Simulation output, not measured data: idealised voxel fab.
The following process module bears the name voxel self aligned contacts.
Section cut is 160 nm wide and gridded with 5 nm square cells.
Notation: cross-section as square-cell grid; stated in bands, top first, going down; one or more cell rows per band.
It is stipulated that each band's entry specify, in nanometres, the height of the top of the band and then that of its bottom, followed by the materials of the band in left-to-right sequence, each together with its width in nanometres. A single material marked by the word "full width" is understood to fill the band from edge to edge; the word "blank" is understood to denote empty space.
Below 0: as-received wafer, all one material; heights counted from there. Lowest band: no bottom, goes on down, written "top 0, no bottom".
A width given as "30..40" starts at the first number in the band's top row and ends at the second number in its bottom row, shifting by an equal amount at every step from row to row.
Where a step carries "left unchanged", the cross-section came out of it unchanged, cell for cell.
"Unvented internal voids": empty spaces of 8 cells or more with no open way to the top, each given as width x height at distance, distance from the left edge, all in nm.
It should be noted that, on the line of a given step, the content following the step's settings is a remark produced by the simulator itself with respect to that step.
overlay nm, on a step with a mask: how far to the right of its planned place the mask lay; to the left if negative
The remainder of this document consists of a sequence of paired cross-sections. Each pair presents the cross-section prior to one process step together with the cross-section following it, the latter being rendered only as deep as the lowest band that underwent change. The intervening step, together with its settings, is stated beneath each pair. Because the pairs may originate from different runs of this module on the same starting wafer, a given pair is to be read as continuing from the preceding pair only where its entry headed "Before the step" so indicates.
Before the step
    top 75, bottom 60: resist 55 nm  blank 45 nm  resist 60 nm
    top 60, bottom 45: aC 55 nm  blank 45 nm  aC 60 nm
    top 45, bottom 40: SiO2 full width
    top 40, bottom 25: SiO2 25 nm  SiN 40 nm  SiO2 25 nm  SiN 40 nm  SiO2 30 nm
    top 25, bottom 5: SiCN full width
    top 5, bottom 0: SiO2 full width
    top 0, no bottom: Si full width
    Unvented internal voids: none
Step Outcome
    top 60, bottom 45: aC 55 nm  blank 45 nm  aC 60 nm
    Everything below 45 is unchanged.
    Unvented internal voids: none
The process step separating the two cross-sections depicted above is as follows: STRIP [etch materials resist]
Before the step: the wafer arrives at this step looking as the after cross-section in the pair just above shows it.
Step Outcome
    top 60, bottom 45: aC 55 nm  blank 45 nm  aC 60 nm
    top 45, bottom 40: SiO2 55 nm  blank 45 nm  SiO2 60 nm
    top 40, bottom 25: SiO2 25 nm  SiN 40 nm  blank 25 nm  SiN 40 nm  SiO2 30 nm
    Everything below 25 is unchanged.
    Unvented internal voids: none
The process step separating the two cross-sections depicted above is as follows: DIRECTIONAL_ETCH [etch materials SiO2] [depth nm 45]
Before the step: the wafer arrives at this step looking as the after cross-section in the pair just above shows it.
Step Outcome
    top 45, bottom 40: SiO2 55 nm  blank 45 nm  SiO2 60 nm
    Everything below 40 is unchanged.
    Unvented internal voids: none
The process step separating the two cross-sections depicted above is as follows: STRIP [etch materials aC]
Before the step: the wafer arrives at this step looking as the after cross-section in the pair just above shows it.
Step Outcome
    top 50, bottom 45: TiN 60 nm  blank 35 nm  TiN 65 nm
    top 45, bottom 40: SiO2 55 nm  TiN 15 nm  blank 15 nm  TiN 15 nm  SiO2 60 nm
    top 40, bottom 30: SiO2 25 nm  SiN 40 nm  TiN 5 nm  blank 15 nm  TiN 5 nm  SiN 40 nm  SiO2 30 nm
    top 30, bottom 25: SiO2 25 nm  SiN 40 nm  TiN 25 nm  SiN 40 nm  SiO2 30 nm
    Everything below 25 is unchanged.
    Unvented internal voids: none
The process step separating the two cross-sections depicted above is as follows: CONFORMAL_DEP [material TiN] [thk nm 5]
Before the step: the wafer arrives at this step looking as the after cross-section in the pair just above shows it.
Step Outcome
    top 60, bottom 50: W full width
    top 50, bottom 45: TiN 60 nm  W 35 nm  TiN 65 nm
    top 45, bottom 40: SiO2 55 nm  TiN 15 nm  W 15 nm  TiN 15 nm  SiO2 60 nm
    top 40, bottom 30: SiO2 25 nm  SiN 40 nm  TiN 5 nm  W 15 nm  TiN 5 nm  SiN 40 nm  SiO2 30 nm
    Everything below 30 is unchanged.
    Unvented internal voids: none
The process step separating the two cross-sections depicted above is as follows: FILL_DEP [material W] [thk nm 10]
Before the step: the wafer arrives at this step looking as the after cross-section in the pair just above shows it.
Step Outcome
    top 45, bottom 40: SiO2 55 nm  TiN 15 nm  W 15 nm  TiN 15 nm  SiO2 60 nm
    Everything below 40 is unchanged.
    Unvented internal voids: none
The process step separating the two cross-sections depicted above is as follows: CMP [height nm 45]
Before the step: the wafer arrives at this step looking as the after cross-section in the pair just above shows it.
Step Outcome
    top 50, bottom 45: SiCN full width
    Everything below 45 is unchanged.
    Unvented internal voids: none
The process step separating the two cross-sections depicted above is as follows: CONFORMAL_DEP [material SiCN] [thk nm 5]
Before the step
    top 55, bottom 40: aC full width
    top 40, bottom 25: SiN full width
    top 25, bottom 5: polySi full width
    top 5, bottom 0: SiO2 full width
    top 0, no bottom: Si full width
    Unvented internal voids: none
Step Outcome
    top 85, bottom 55: resist 30 nm  blank 30 nm  resist 35 nm  blank 30 nm  resist 35 nm
    Everything below 55 is unchanged.
    Unvented internal voids: none
The process step separating the two cross-sections depicted above is as follows: PATTERN [tone open] [mask id GATE] [material resist] [width nm 30] [pitch nm 65] [thk nm 30] [overlay nm 0]
Before the step: the wafer arrives at this step looking as the after cross-section in the pair just above shows it.
Step Outcome
    top 70, bottom 55: resist 30 nm  blank 30 nm  resist 35 nm  blank 30 nm  resist 35 nm
    top 55, bottom 40: aC 30 nm  blank 30 nm  aC 35 nm  blank 30 nm  aC 35 nm
    Everything below 40 is unchanged.
    Unvented internal voids: none
The process step separating the two cross-sections depicted above is as follows: DIRECTIONAL_ETCH [etch materials aC] [depth nm 15]
Before the step: the wafer arrives at this step looking as the after cross-section in the pair just above shows it.
Step Outcome
    top 55, bottom 40: aC 30 nm  blank 30 nm  aC 35 nm  blank 30 nm  aC 35 nm
    Everything below 40 is unchanged.
    Unvented internal voids: none
The process step separating the two cross-sections depicted above is as follows: STRIP [etch materials resist]
Before the step: the wafer arrives at this step looking as the after cross-section in the pair just above shows it.
Step Outcome
    top 55, bottom 40: aC 30 nm  blank 30 nm  aC 35 nm  blank 30 nm  aC 35 nm
    top 40, bottom 25: SiN 30 nm  blank 30 nm  SiN 35 nm  blank 30 nm  SiN 35 nm
    Everything below 25 is unchanged.
    Unvented internal voids: none
The process step separating the two cross-sections depicted above is as follows: DIRECTIONAL_ETCH [etch materials SiN] [depth nm 15]
Before the step: the wafer arrives at this step looking as the after cross-section in the pair just above shows it.
Step Outcome
    top 55, bottom 40: aC 30 nm  blank 30 nm  aC 35 nm  blank 30 nm  aC 35 nm
    top 40, bottom 25: SiN 30 nm  blank 30 nm  SiN 35 nm  blank 30 nm  SiN 35 nm
    top 25, bottom 5: polySi 30 nm  blank 30 nm  polySi 35 nm  blank 30 nm  polySi 35 nm
    Everything below 5 is unchanged.
    Unvented internal voids: none
The process step separating the two cross-sections depicted above is as follows: DIRECTIONAL_ETCH [etch materials polySi] [depth nm 20]
Before the step: the wafer arrives at this step looking as the after cross-section in the pair just above shows it.
Step Outcome
    top 40, bottom 25: SiN 30 nm  blank 30 nm  SiN 35 nm  blank 30 nm  SiN 35 nm
    Everything below 25 is unchanged.
    Unvented internal voids: none
The process step separating the two cross-sections depicted above is as follows: STRIP [etch materials aC]
Before the step: the wafer arrives at this step looking as the after cross-section in the pair just above shows it.
Step Outcome
    top 45, bottom 25: SiN 35 nm  blank 20 nm  SiN 45 nm  blank 20 nm  SiN 40 nm
    top 25, bottom 10: polySi 30 nm  SiN 5 nm  blank 20 nm  SiN 5 nm  polySi 35 nm  SiN 5 nm  blank 20 nm  SiN 5 nm  polySi 35 nm
    top 10, bottom 5: polySi 30 nm  SiN 30 nm  polySi 35 nm  SiN 30 nm  polySi 35 nm
    Everything below 5 is unchanged.
    Unvented internal voids: none
The process step separating the two cross-sections depicted above is as follows: CONFORMAL_DEP [material SiN] [thk nm 5]
Before the step: the wafer arrives at this step looking as the after cross-section in the pair just above shows it.
Step Outcome
    top 40, bottom 25: SiN 35 nm  blank 20 nm  SiN 45 nm  blank 20 nm  SiN 40 nm
    top 25, bottom 5: polySi 30 nm  SiN 5 nm  blank 20 nm  SiN 5 nm  polySi 35 nm  SiN 5 nm  blank 20 nm  SiN 5 nm  polySi 35 nm
    Everything below 5 is unchanged.
    Unvented internal voids: none
The process step separating the two cross-sections depicted above is as follows: DIRECTIONAL_ETCH [etch materials SiN] [depth nm 5]
Before the step: the wafer arrives at this step looking as the after cross-section in the pair just above shows it.
Step Outcome
    top 55, bottom 40: SiO2 full width
    top 40, bottom 25: SiN 35 nm  SiO2 20 nm  SiN 45 nm  SiO2 20 nm  SiN 40 nm
    top 25, bottom 5: polySi 30 nm  SiN 5 nm  SiO2 20 nm  SiN 5 nm  polySi 35 nm  SiN 5 nm  SiO2 20 nm  SiN 5 nm  polySi 35 nm
    Everything below 5 is unchanged.
    Unvented internal voids: none
The process step separating the two cross-sections depicted above is as follows: FILL_DEP [material SiO2] [thk nm 15]
Before the step: the wafer arrives at this step looking as the after cross-section in the pair just above shows it.
Step Outcome
    top 45, bottom 40: SiO2 full width
    Everything below 40 is unchanged.
    Unvented internal voids: none
The process step separating the two cross-sections depicted above is as follows: CMP [height nm 45]
Before the step: the wafer arrives at this step looking as the after cross-section in the pair just above shows it.
Step Outcome
    top 60, bottom 45: aC full width
    Everything below 45 is unchanged.
    Unvented internal voids: none
The process step separating the two cross-sections depicted above is as follows: DIRECTIONAL_DEP [material aC] [thk nm 15]
Before the step: the wafer arrives at this step looking as the after cross-section in the pair just above shows it.
Step Outcome
    top 90, bottom 60: resist 55 nm  blank 45 nm  resist 60 nm
    Everything below 60 is unchanged.
    Unvented internal voids: none
The process step separating the two cross-sections depicted above is as follows: PATTERN [tone open] [mask id CONTACT] [material resist] [width nm 45] [thk nm 30] [overlay nm 0]
Before the step: the wafer arrives at this step looking as the after cross-section in the pair just above shows it.
Step Outcome
    top 75, bottom 60: resist 55 nm  blank 45 nm  resist 60 nm
    top 60, bottom 45: aC 55 nm  blank 45 nm  aC 60 nm
    Everything below 45 is unchanged.
    Unvented internal voids: none
The process step separating the two cross-sections depicted above is as follows: DIRECTIONAL_ETCH [etch materials aC] [depth nm 15]
Before the step: the wafer arrives at this step looking as the after cross-section in the pair just above shows it.
Step Outcome
    top 60, bottom 45: aC 55 nm  blank 45 nm  aC 60 nm
    Everything below 45 is unchanged.
    Unvented internal voids: none
The process step separating the two cross-sections depicted above is as follows: STRIP [etch materials resist]
Before the step: the wafer arrives at this step looking as the after cross-section in the pair just above shows it.
Step Outcome
    top 60, bottom 45: aC 55 nm  blank 45 nm  aC 60 nm
    top 45, bottom 40: SiO2 55 nm  blank 45 nm  SiO2 60 nm
    Everything below 40 is unchanged.
    Unvented internal voids: none
The process step separating the two cross-sections depicted above is as follows: DIRECTIONAL_ETCH [etch materials SiO2] [depth nm 45]
Before the step: the wafer arrives at this step looking as the after cross-section in the pair just above shows it.
Step Outcome
    top 45, bottom 40: SiO2 55 nm  blank 45 nm  SiO2 60 nm
    Everything below 40 is unchanged.
    Unvented internal voids: none
The process step separating the two cross-sections depicted above is as follows: STRIP [etch materials aC]
Before the step: the wafer arrives at this step looking as the after cross-section in the pair just above shows it.
Step Outcome
    top 50, bottom 45: TiN 60 nm  blank 35 nm  TiN 65 nm
    top 45, bottom 40: SiO2 55 nm  TiN 45 nm  SiO2 60 nm
    Everything below 40 is unchanged.
    Unvented internal voids: none
The process step separating the two cross-sections depicted above is as follows: CONFORMAL_DEP [material TiN] [thk nm 5]
Before the step: the wafer arrives at this step looking as the after cross-section in the pair just above shows it.
Step Outcome
    top 60, bottom 50: W full width
    top 50, bottom 45: TiN 60 nm  W 35 nm  TiN 65 nm
    Everything below 45 is unchanged.
    Unvented internal voids: none
The process step separating the two cross-sections depicted above is as follows: FILL_DEP [material W] [thk nm 10]
Before the step: the wafer arrives at this step looking as the after cross-section in the pair just above shows it.
Step Outcome
    top 45, bottom 40: SiO2 55 nm  TiN 45 nm  SiO2 60 nm
    Everything below 40 is unchanged.
    Unvented internal voids: none
The process step separating the two cross-sections depicted above is as follows: CMP [height nm 45]
Before the step: the wafer arrives at this step looking as the after cross-section in the pair just above shows it.
Step Outcome
    top 50, bottom 45: SiCN full width
    Everything below 45 is unchanged.
    Unvented internal voids: none
The process step separating the two cross-sections depicted above is as follows: CONFORMAL_DEP [material SiCN] [thk nm 5]
